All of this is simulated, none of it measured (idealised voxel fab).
Herein follows the process module entitled voxel tone inversion.
This is section cut - it's 275 nm across, gridded in 5 nm square cells.
Just so we're on the same page, the cross-sections are grids of square cells, and they're listed out in bands top to bottom, each band one or more rows deep.
The band entry comprises the height of the band's top followed by the height of its bottom, expressed in nm, and subsequently the band's materials from left to right, each stated together with its width in nm. Where a single material is marked with the word "everywhere", that material fills the band from edge to edge. The word "empty" represents empty space.
Measure heights from 0. That's the level where, below it, the as-received wafer is all one material. The lowest band is bottomless and extends downward; write it as in "from 0 down".
Width spec "30..40" -> top row of cells at first value, bottom row at second value, equal per-row change in between.
A step reported as "nothing changed" is a step in which no cell of the cross-section changed.
What "Entrapped voids" gives you is every empty space of 8 cells or more that is cut off from the top. Each appears as width x height at distance, with the distance taken from the left edge and width, height and distance all in nm.
Post-settings text on a step line: simulator's own remark regarding the step.
"overlay nm" denotes, for a step that has a mask, the displacement of the mask to the right of its planned place, with negative values corresponding to the left.

Intended process steps:
1) RECEIVE,material Si
2) CONFORMAL_DEP,material SiCN,thk nm 5
3) DIRECTIONAL_DEP,material aC,thk nm 25
4) PATTERN,tone cover,mask id POSTS,material resist,width nm 15,pitch nm 35,thk nm 35,overlay nm 0
5) DIRECTIONAL_ETCH,etch materials aC,depth nm 25
6) STRIP,etch materials resist
7) FILL_DEP,material lowk,thk nm 10
8) CMP,height nm 30
9) STRIP,etch materials aC

The first of a set of two wafers, run to plan:

Delivered wafer in cross-section: state after step 1:
	from 0 down  Si everywhere
	Entrapped voids: none

Sectional view: wafer, after step 2:
	from 5 to 0  SiCN everywhere
	At heights below 0, the structure remains unaltered.

Sectional view: wafer, after step 3:
	from 30 to 5  aC everywhere
	At heights below 5, the structure remains unaltered.

Sectional view: wafer, after step 4:
	from 65 to 30  75 empty, then 15 resist, then 20 empty, then 15 resist, then 20 empty, then 15 resist, then 20 empty, then 15 resist, then 80 empty
	At heights below 30, the structure remains unaltered.

Sectional view: wafer, after step 5:
	from 40 to 30  75 empty, then 15 resist, then 20 empty, then 15 resist, then 20 empty, then 15 resist, then 20 empty, then 15 resist, then 80 empty
	from 30 to 5  75 empty, then 15 aC, then 20 empty, then 15 aC, then 20 empty, then 15 aC, then 20 empty, then 15 aC, then 80 empty
	At heights below 5, the structure remains unaltered.

Sectional view: wafer, after step 6:
	from 30 to 5  75 empty, then 15 aC, then 20 empty, then 15 aC, then 20 empty, then 15 aC, then 20 empty, then 15 aC, then 80 empty
	At heights below 5, the structure remains unaltered.

Sectional view: wafer, after step 7:
	from 40 to 30  lowk everywhere
	from 30 to 5  75 lowk, then 15 aC, then 20 lowk, then 15 aC, then 20 lowk, then 15 aC, then 20 lowk, then 15 aC, then 80 lowk
	At heights below 5, the structure remains unaltered.

Sectional view: wafer, after step 8:
	from 30 to 5  75 lowk, then 15 aC, then 20 lowk, then 15 aC, then 20 lowk, then 15 aC, then 20 lowk, then 15 aC, then 80 lowk
	At heights below 5, the structure remains unaltered.

Sectional view: wafer, after step 9:
	from 30 to 5  75 lowk, then 15 empty, then 20 lowk, then 15 empty, then 20 lowk, then 15 empty, then 20 lowk, then 15 empty, then 80 lowk
	At heights below 5, the structure remains unaltered.

Wafer two of the pair: same origin, same plan, one error during the run; identical to wafer one up to and including step 8:

Second wafer shown in cross-section at the time step 9 was slated to end:
	from 30 to 5  75 lowk, then 15 empty, then 20 lowk, then 15 empty, then 20 lowk, then 15 empty, then 20 lowk, then 15 empty, then 80 lowk
	At heights below 5, the structure remains unaltered.
So what did we get wrong on this run? regarding the plan, step 9 was run twice
at the end the two cross-sections are the same: no effect in what this model computes
